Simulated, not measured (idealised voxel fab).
process module | voxel released beams
cross-section cut | 155 nm wide | cells 5 nm
A cross-section is a grid of square cells, given in bands from the top down. A band is one or more rows of cells.
Each band's line starts with the height of the band's top and of its bottom, in nm. Then come its materials from left to right, each with its width in nm. One material with "throughout" fills the band from edge to edge. "air" is empty space.
Height 0 is the level under which the wafer as received is all one material. The lowest band goes on downwards, as in "0 down".
A width such as "30 to 40" changes by the same amount from each row of cells to the next, from the band's top row to its bottom row.
"no change" after a step means that no cell of the cross-section changed.
closed voids: empty space of 8 cells or more with no open way to the top, each as width x height at its distance from the left edge, in nm
after a step's settings: what the simulator itself notes on the step
overlay nm, on a step with a mask: how far to the right of its planned place the mask lay; to the left if negative
plan
1 op RECEIVE | material Si
2 op CONFORMAL_DEP | material SiN | thk nm 10
3 op DIRECTIONAL_DEP | material SiO2 | thk nm 20
4 op MASKED_ETCH | tone open | mask id ANCHOR | width nm 45 | etch materials SiO2 | depth nm 20 | overlay nm 0
5 op CONFORMAL_DEP | material polySi | thk nm 15
6 op PATTERN | tone cover | mask id BEAM | material resist | width nm 100 | thk nm 15 | overlay nm 0
7 op DIRECTIONAL_ETCH | etch materials polySi | depth nm 15
8 op STRIP | etch materials resist
9 op STRIP | etch materials SiO2
as received, after step 1
  0 down: Si throughout
  closed voids: none
first wafer at the end, as planned
  45 to 30: air 25 | polySi 20 | air 15 | polySi 65 | air 30
  30 to 25: air 30 | polySi 15 | air 15 | polySi 15 | air 80
  25 to 10: air 30 | polySi 45 | air 80
  10 to 0: SiN throughout
  0 down: Si throughout
  closed voids: none
second wafer at the end: like start, like plan, one mistake
  45 to 30: air 25 | polySi 20 | air 15 | polySi 65 | air 30
  30 to 25: air 30 | polySi 15 | air 15 | polySi 15 | air 80
  25 to 10: air 30 | polySi 45 | air 80
  10 to 0: polySi throughout
  0 down: Si throughout
  closed voids: none
what went wrong: step 2 ran as: op CONFORMAL_DEP | material polySi | thk nm 10
at the end the second wafer has, in cells: 62 fewer of SiN | 62 more of polySi
